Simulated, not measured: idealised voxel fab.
Process module name: voxel fin reveal
The figure presents cross-section cut, which has a width of 250 nm and is divided into square cells with an edge length of 5 nm.
Cross-section, as written here: a square-cell grid given band by band from the top down, where a band holds one or more rows of cells.
Band entry format. Leading values: height of top, height of bottom, nm. Remainder: materials in left-to-right order, each with its width in nm. Special words: "everywhere" on a single material, which then fills the band edge to edge; "blank", empty space.
Height reference: 0 = level under which incoming wafer is all one material. Lowest band: no bottom, runs on downward, e.g. "0 down".
It should be noted that a width expressed as "30..40" varies in equal increments from row to row of cells within the band, taking the value of the first number at the top row and that of the second number at the bottom row.
"nothing got changed" means the step left every cell of the cross-section as it was.
Enclosed void listing: empty space of 8 cells or more with no open way to the top, each as width x height at its distance from the left edge, in nm
If you see something after the settings on a step's line, that's the simulator's own remark about that step.
"overlay nm" on a masked step: distance the mask lay right of its planned place, negative for left.

THE PROCESS STEPS THAT WERE PLANNED ARE LISTED BELOW
1: RECEIVE with material Si
2: CONFORMAL_DEP with material SiN, thk nm 10
3: PATTERN with tone cover, mask id FINS, material resist, width nm 15, pitch nm 35, thk nm 20, overlay nm 0
4: DIRECTIONAL_ETCH with etch materials SiN, depth nm 10
5: DIRECTIONAL_ETCH with etch materials Si, depth nm 35
6: STRIP with etch materials resist
7: FILL_DEP with material SiO2, thk nm 10
8: CMP with height nm 10
9: SELECTIVE_ETCH with etch materials SiO2, depth nm 25
10: STRIP with etch materials SiN
11: CONFORMAL_DEP with material HfO2, thk nm 5

AS-RECEIVED STATE OF THE WAFER IN CROSS-SECTION, EQUIVALENT TO POST-STEP 1
  0 down: Si everywhere
  Enclosed void listing: none

AS-PLANNED RUN: CROSS-SECTION OF THE FIRST OF TWO WAFERS AT END OF MODULE
  5 to 0: blank 60 nm | HfO2 25 nm | blank 10 nm | HfO2 25 nm | blank 10 nm | HfO2 25 nm | blank 10 nm | HfO2 25 nm | blank 60 nm
  0 to -10: blank 60 nm | HfO2 5 nm | Si 15 nm | HfO2 5 nm | blank 10 nm | HfO2 5 nm | Si 15 nm | HfO2 5 nm | blank 10 nm | HfO2 5 nm | Si 15 nm | HfO2 5 nm | blank 10 nm | HfO2 5 nm | Si 15 nm | HfO2 5 nm | blank 60 nm
  -10 to -15: HfO2 65 nm | Si 15 nm | HfO2 20 nm | Si 15 nm | HfO2 20 nm | Si 15 nm | HfO2 20 nm | Si 15 nm | HfO2 65 nm
  -15 to -35: SiO2 65 nm | Si 15 nm | SiO2 20 nm | Si 15 nm | SiO2 20 nm | Si 15 nm | SiO2 20 nm | Si 15 nm | SiO2 65 nm
  -35 down: Si everywhere
  Enclosed void listing: none

WAFER TWO (OF TWO), END-OF-MODULE CROSS-SECTION: START = WAFER ONE, PLAN = WAFER ONE, ONE RUN MISTAKE
  5 to 0: blank 60 nm | HfO2 25 nm | blank 10 nm | HfO2 25 nm | blank 10 nm | HfO2 25 nm | blank 10 nm | HfO2 25 nm | blank 60 nm
  0 to -10: blank 60 nm | HfO2 5 nm | Si 15 nm | HfO2 5 nm | blank 10 nm | HfO2 5 nm | Si 15 nm | HfO2 5 nm | blank 10 nm | HfO2 5 nm | Si 15 nm | HfO2 5 nm | blank 10 nm | HfO2 5 nm | Si 15 nm | HfO2 5 nm | blank 60 nm
  -10 to -15: HfO2 45 nm | blank 15 nm | HfO2 5 nm | Si 15 nm | HfO2 5 nm | blank 10 nm | HfO2 5 nm | Si 15 nm | HfO2 5 nm | blank 10 nm | HfO2 5 nm | Si 15 nm | HfO2 5 nm | blank 10 nm | HfO2 5 nm | Si 15 nm | HfO2 5 nm | blank 15 nm | HfO2 45 nm
  -15 to -20: SiO2 40 nm | HfO2 5 nm | blank 15 nm | HfO2 5 nm | Si 15 nm | HfO2 5 nm | blank 10 nm | HfO2 5 nm | Si 15 nm | HfO2 5 nm | blank 10 nm | HfO2 5 nm | Si 15 nm | HfO2 5 nm | blank 10 nm | HfO2 5 nm | Si 15 nm | HfO2 5 nm | blank 15 nm | HfO2 5 nm | SiO2 40 nm
  -20 to -25: SiO2 40 nm | HfO2 25 nm | Si 15 nm | HfO2 20 nm | Si 15 nm | HfO2 20 nm | Si 15 nm | HfO2 20 nm | Si 15 nm | HfO2 25 nm | SiO2 40 nm
  -25 to -35: SiO2 65 nm | Si 15 nm | SiO2 20 nm | Si 15 nm | SiO2 20 nm | Si 15 nm | SiO2 20 nm | Si 15 nm | SiO2 65 nm
  -35 down: Si everywhere
  Enclosed void listing: none
Deviation noted in wafer processing: the run placed steps 9 and 10 each in the position the plan gave to the other
Cell-count delta at end, second wafer over first, by material: HfO2 +20 | SiO2 -44
